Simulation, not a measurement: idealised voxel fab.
The following is a process module called voxel self aligned contacts.
For reference, the cross-section in this document is cut, with width 260 nm and square cells of 5 nm.
Cross-section format: a grid of square cells, given as bands from top to bottom; each band is one or more rows of cells.
It is stipulated that each band's entry specify, in nanometres, the height of the top of the band and then that of its bottom, followed by the materials of the band in left-to-right sequence, each together with its width in nanometres. A single material marked by the word "throughout" is understood to fill the band from edge to edge; the word "air" is understood to denote empty space.
Zero point of the height axis is 0; under it, received wafer = one material. Lowest band: continues down indefinitely, "0 and below".
So if you see something like "30..40" for the width, read it as the top row of the band sitting at the first number and the bottom row at the second, with every row in between moving by the same amount as the last.
You'll sometimes find "changes: none" written for a step, and that's the way of saying that nowhere in the cross-section did a cell change during that step.
In "Listed closed voids" the enclosed voids are listed, meaning empty spaces of 8 cells or larger without any opening to the top. The form is width x height at distance, distance from the left edge, units nm.
Anything after a step's settings on that line? It's the simulator's own note about the step.
Each step line may optionally specify "overlay nm", which for a step with a mask gives the rightward distance between the mask's planned place and where it lay, a negative value indicating the leftward direction.
## Planned step list for the process
step 1: RECEIVE [material Si]
step 2: CONFORMAL_DEP [material SiO2] [thk nm 5]
step 3: DIRECTIONAL_DEP [material polySi] [thk nm 20]
step 4: DIRECTIONAL_DEP [material SiN] [thk nm 20]
step 5: DIRECTIONAL_DEP [material aC] [thk nm 10]
step 6: PATTERN [tone cover] [mask id GATE] [material resist] [width nm 30] [pitch nm 70] [thk nm 25] [overlay nm 0]
step 7: DIRECTIONAL_ETCH [etch materials aC] [depth nm 10]
step 8: STRIP [etch materials resist]
step 9: DIRECTIONAL_ETCH [etch materials SiN] [depth nm 20]
step 10: DIRECTIONAL_ETCH [etch materials polySi] [depth nm 20]
step 11: STRIP [etch materials aC]
step 12: CONFORMAL_DEP [material SiN] [thk nm 10]
step 13: DIRECTIONAL_ETCH [etch materials SiN] [depth nm 10]
step 14: FILL_DEP [material SiO2] [thk nm 20]
step 15: CMP [height nm 55]
step 16: MASKED_ETCH [tone open] [mask id CONTACT] [width nm 50] [pitch nm 70] [etch materials SiO2] [depth nm 55] [overlay nm 0]
step 17: CONFORMAL_DEP [material TiN] [thk nm 5]
step 18: FILL_DEP [material W] [thk nm 5]
step 19: CMP [height nm 55]
step 20: CONFORMAL_DEP [material SiN] [thk nm 5]
## The first wafer of two, processed as planned
## Cross-section: wafer on arrival = after step 1
> 0 and below = Si throughout
> Listed closed voids: none
## Cross-section: wafer state after step 2
> 5 down to 0 = SiO2 throughout
> Everything below 0 is unchanged.
## Cross-section: wafer state after step 3
> 25 down to 5 = polySi throughout
> Everything below 5 is unchanged.
## Cross-section: wafer state after step 4
> 45 down to 25 = SiN throughout
> Everything below 25 is unchanged.
## Cross-section: wafer state after step 5
> 55 down to 45 = aC throughout
> Everything below 45 is unchanged.
## Cross-section: wafer state after step 6
> 80 down to 55 = 45 of air / 30 of resist / 40 of air / 30 of resist / 40 of air / 30 of resist / 45 of air
> Everything below 55 is unchanged.
## Cross-section: wafer state after step 7
> 70 down to 55 = 45 of air / 30 of resist / 40 of air / 30 of resist / 40 of air / 30 of resist / 45 of air
> 55 down to 45 = 45 of air / 30 of aC / 40 of air / 30 of aC / 40 of air / 30 of aC / 45 of air
> Everything below 45 is unchanged.
## Cross-section: wafer state after step 8
> 55 down to 45 = 45 of air / 30 of aC / 40 of air / 30 of aC / 40 of air / 30 of aC / 45 of air
> Everything below 45 is unchanged.
## Cross-section: wafer state after step 9
> 55 down to 45 = 45 of air / 30 of aC / 40 of air / 30 of aC / 40 of air / 30 of aC / 45 of air
> 45 down to 25 = 45 of air / 30 of SiN / 40 of air / 30 of SiN / 40 of air / 30 of SiN / 45 of air
> Everything below 25 is unchanged.
## Cross-section: wafer state after step 10
> 55 down to 45 = 45 of air / 30 of aC / 40 of air / 30 of aC / 40 of air / 30 of aC / 45 of air
> 45 down to 25 = 45 of air / 30 of SiN / 40 of air / 30 of SiN / 40 of air / 30 of SiN / 45 of air
> 25 down to 5 = 45 of air / 30 of polySi / 40 of air / 30 of polySi / 40 of air / 30 of polySi / 45 of air
> Everything below 5 is unchanged.
## Cross-section: wafer state after step 11
> 45 down to 25 = 45 of air / 30 of SiN / 40 of air / 30 of SiN / 40 of air / 30 of SiN / 45 of air
> Everything below 25 is unchanged.
## Cross-section: wafer state after step 12
> 55 down to 25 = 35 of air / 50 of SiN / 20 of air / 50 of SiN / 20 of air / 50 of SiN / 35 of air
> 25 down to 15 = 35 of air / 10 of SiN / 30 of polySi / 10 of SiN / 20 of air / 10 of SiN / 30 of polySi / 10 of SiN / 20 of air / 10 of SiN / 30 of polySi / 10 of SiN / 35 of air
> 15 down to 5 = 45 of SiN / 30 of polySi / 40 of SiN / 30 of polySi / 40 of SiN / 30 of polySi / 45 of SiN
> Everything below 5 is unchanged.
## Cross-section: wafer state after step 13
> 45 down to 25 = 35 of air / 50 of SiN / 20 of air / 50 of SiN / 20 of air / 50 of SiN / 35 of air
> 25 down to 5 = 35 of air / 10 of SiN / 30 of polySi / 10 of SiN / 20 of air / 10 of SiN / 30 of polySi / 10 of SiN / 20 of air / 10 of SiN / 30 of polySi / 10 of SiN / 35 of air
> Everything below 5 is unchanged.
## Cross-section: wafer state after step 14
> 65 down to 45 = SiO2 throughout
> 45 down to 25 = 35 of SiO2 / 50 of SiN / 20 of SiO2 / 50 of SiN / 20 of SiO2 / 50 of SiN / 35 of SiO2
> 25 down to 5 = 35 of SiO2 / 10 of SiN / 30 of polySi / 10 of SiN / 20 of SiO2 / 10 of SiN / 30 of polySi / 10 of SiN / 20 of SiO2 / 10 of SiN / 30 of polySi / 10 of SiN / 35 of SiO2
> Everything below 5 is unchanged.
## Cross-section: wafer state after step 15
> 55 down to 45 = SiO2 throughout
> Everything below 45 is unchanged.
## Cross-section: wafer state after step 16
> 55 down to 45 = 70 of SiO2 / 50 of air / 20 of SiO2 / 50 of air / 70 of SiO2
> 45 down to 25 = 35 of SiO2 / 50 of SiN / 20 of air / 50 of SiN / 20 of air / 50 of SiN / 35 of SiO2
> 25 down to 5 = 35 of SiO2 / 10 of SiN / 30 of polySi / 10 of SiN / 20 of air / 10 of SiN / 30 of polySi / 10 of SiN / 20 of air / 10 of SiN / 30 of polySi / 10 of SiN / 35 of SiO2
> 5 down to 0 = 85 of SiO2 / 20 of air / 50 of SiO2 / 20 of air / 85 of SiO2
> Everything below 0 is unchanged.
## Cross-section: wafer state after step 17
> 60 down to 55 = 75 of TiN / 40 of air / 30 of TiN / 40 of air / 75 of TiN
> 55 down to 45 = 70 of SiO2 / 5..20 of TiN / 40..10 of air / 5..20 of TiN / 20 of SiO2 / 5..20 of TiN / 40..10 of air / 5..20 of TiN / 70 of SiO2
> 45 down to 25 = 35 of SiO2 / 50 of SiN / 5 of TiN / 10 of air / 5 of TiN / 50 of SiN / 5 of TiN / 10 of air / 5 of TiN / 50 of SiN / 35 of SiO2
> 25 down to 5 = 35 of SiO2 / 10 of SiN / 30 of polySi / 10 of SiN / 5 of TiN / 10 of air / 5 of TiN / 10 of SiN / 30 of polySi / 10 of SiN / 5 of TiN / 10 of air / 5 of TiN / 10 of SiN / 30 of polySi / 10 of SiN / 35 of SiO2
> 5 down to 0 = 85 of SiO2 / 20 of TiN / 50 of SiO2 / 20 of TiN / 85 of SiO2
> Everything below 0 is unchanged.
## Cross-section: wafer state after step 18
> 65 down to 60 = W throughout
> 60 down to 55 = 75 of TiN / 40 of W / 30 of TiN / 40 of W / 75 of TiN
> 55 down to 45 = 70 of SiO2 / 5..20 of TiN / 40..10 of W / 5..20 of TiN / 20 of SiO2 / 5..20 of TiN / 40..10 of W / 5..20 of TiN / 70 of SiO2
> 45 down to 25 = 35 of SiO2 / 50 of SiN / 5 of TiN / 10 of W / 5 of TiN / 50 of SiN / 5 of TiN / 10 of W / 5 of TiN / 50 of SiN / 35 of SiO2
> 25 down to 5 = 35 of SiO2 / 10 of SiN / 30 of polySi / 10 of SiN / 5 of TiN / 10 of W / 5 of TiN / 10 of SiN / 30 of polySi / 10 of SiN / 5 of TiN / 10 of W / 5 of TiN / 10 of SiN / 30 of polySi / 10 of SiN / 35 of SiO2
> Everything below 5 is unchanged.
## Cross-section: wafer state after step 19
> 55 down to 45 = 70 of SiO2 / 5..20 of TiN / 40..10 of W / 5..20 of TiN / 20 of SiO2 / 5..20 of TiN / 40..10 of W / 5..20 of TiN / 70 of SiO2
> Everything below 45 is unchanged.
## Cross-section: wafer state after step 20
> 60 down to 55 = SiN throughout
> Everything below 55 is unchanged.
## Wafer two. Identical start, identical plan. One mistake in execution. Identical history through step 5
## Cross-section of the second wafer at the time step 6 of the plan should have ended
> 80 down to 55 = 45 of resist / 30 of air / 40 of resist / 30 of air / 40 of resist / 30 of air / 45 of resist
> Everything below 55 is unchanged.
## Cross-section of the second wafer at the time step 7 of the plan should have ended
> 70 down to 55 = 45 of resist / 30 of air / 40 of resist / 30 of air / 40 of resist / 30 of air / 45 of resist
> 55 down to 45 = 45 of aC / 30 of air / 40 of aC / 30 of air / 40 of aC / 30 of air / 45 of aC
> Everything below 45 is unchanged.
## Cross-section of the second wafer at the time step 8 of the plan should have ended
> 55 down to 45 = 45 of aC / 30 of air / 40 of aC / 30 of air / 40 of aC / 30 of air / 45 of aC
> Everything below 45 is unchanged.
## Cross-section of the second wafer at the time step 9 of the plan should have ended
> 55 down to 45 = 45 of aC / 30 of air / 40 of aC / 30 of air / 40 of aC / 30 of air / 45 of aC
> 45 down to 25 = 45 of SiN / 30 of air / 40 of SiN / 30 of air / 40 of SiN / 30 of air / 45 of SiN
> Everything below 25 is unchanged.
## Cross-section of the second wafer at the time step 10 of the plan should have ended
> 55 down to 45 = 45 of aC / 30 of air / 40 of aC / 30 of air / 40 of aC / 30 of air / 45 of aC
> 45 down to 25 = 45 of SiN / 30 of air / 40 of SiN / 30 of air / 40 of SiN / 30 of air / 45 of SiN
> 25 down to 5 = 45 of polySi / 30 of air / 40 of polySi / 30 of air / 40 of polySi / 30 of air / 45 of polySi
> Everything below 5 is unchanged.
## Cross-section of the second wafer at the time step 11 of the plan should have ended
> 45 down to 25 = 45 of SiN / 30 of air / 40 of SiN / 30 of air / 40 of SiN / 30 of air / 45 of SiN
> Everything below 25 is unchanged.
## Cross-section of the second wafer at the time step 12 of the plan should have ended
> 55 down to 25 = 55 of SiN / 10 of air / 60 of SiN / 10 of air / 60 of SiN / 10 of air / 55 of SiN
> 25 down to 15 = 45 of polySi / 10 of SiN / 10 of air / 10 of SiN / 40 of polySi / 10 of SiN / 10 of air / 10 of SiN / 40 of polySi / 10 of SiN / 10 of air / 10 of SiN / 45 of polySi
> 15 down to 5 = 45 of polySi / 30 of SiN / 40 of polySi / 30 of SiN / 40 of polySi / 30 of SiN / 45 of polySi
> Everything below 5 is unchanged.
## Cross-section of the second wafer at the time step 13 of the plan should have ended
> 45 down to 25 = 55 of SiN / 10 of air / 60 of SiN / 10 of air / 60 of SiN / 10 of air / 55 of SiN
> 25 down to 5 = 45 of polySi / 10 of SiN / 10 of air / 10 of SiN / 40 of polySi / 10 of SiN / 10 of air / 10 of SiN / 40 of polySi / 10 of SiN / 10 of air / 10 of SiN / 45 of polySi
> Everything below 5 is unchanged.
## Cross-section of the second wafer at the time step 14 of the plan should have ended
> 65 down to 45 = SiO2 throughout
> 45 down to 25 = 55 of SiN / 10 of SiO2 / 60 of SiN / 10 of SiO2 / 60 of SiN / 10 of SiO2 / 55 of SiN
> 25 down to 5 = 45 of polySi / 10 of SiN / 10 of SiO2 / 10 of SiN / 40 of polySi / 10 of SiN / 10 of SiO2 / 10 of SiN / 40 of polySi / 10 of SiN / 10 of SiO2 / 10 of SiN / 45 of polySi
> Everything below 5 is unchanged.
## Cross-section of the second wafer at the time step 15 of the plan should have ended
> 55 down to 45 = SiO2 throughout
> Everything below 45 is unchanged.
## Cross-section of the second wafer at the time step 16 of the plan should have ended
> 55 down to 45 = 70 of SiO2 / 50 of air / 20 of SiO2 / 50 of air / 70 of SiO2
> Everything below 45 is unchanged.
## Cross-section of the second wafer at the time step 17 of the plan should have ended
> 60 down to 55 = 75 of TiN / 40 of air / 30 of TiN / 40 of air / 75 of TiN
> 55 down to 50 = 70 of SiO2 / 5 of TiN / 40 of air / 5 of TiN / 20 of SiO2 / 5 of TiN / 40 of air / 5 of TiN / 70 of SiO2
> 50 down to 45 = 70 of SiO2 / 50 of TiN / 20 of SiO2 / 50 of TiN / 70 of SiO2
> Everything below 45 is unchanged.
## Cross-section of the second wafer at the time step 18 of the plan should have ended
> 65 down to 60 = W throughout
> 60 down to 55 = 75 of TiN / 40 of W / 30 of TiN / 40 of W / 75 of TiN
> 55 down to 50 = 70 of SiO2 / 5 of TiN / 40 of W / 5 of TiN / 20 of SiO2 / 5 of TiN / 40 of W / 5 of TiN / 70 of SiO2
> Everything below 50 is unchanged.
## Cross-section of the second wafer at the time step 19 of the plan should have ended
> 55 down to 50 = 70 of SiO2 / 5 of TiN / 40 of W / 5 of TiN / 20 of SiO2 / 5 of TiN / 40 of W / 5 of TiN / 70 of SiO2
> Everything below 50 is unchanged.
## Cross-section of the second wafer at the time step 20 of the plan should have ended
> 60 down to 55 = SiN throughout
> Everything below 55 is unchanged.
what went wrong: not per plan at step 6, really ran PATTERN [tone open] [mask id GATE] [material resist] [width nm 30] [pitch nm 70] [thk nm 25] [overlay nm 0]
Wafer comparison, final, in cells, second relative to first, materials more or fewer: +64 SiN; -56 SiO2; -36 TiN; -36 W; +64 polySi
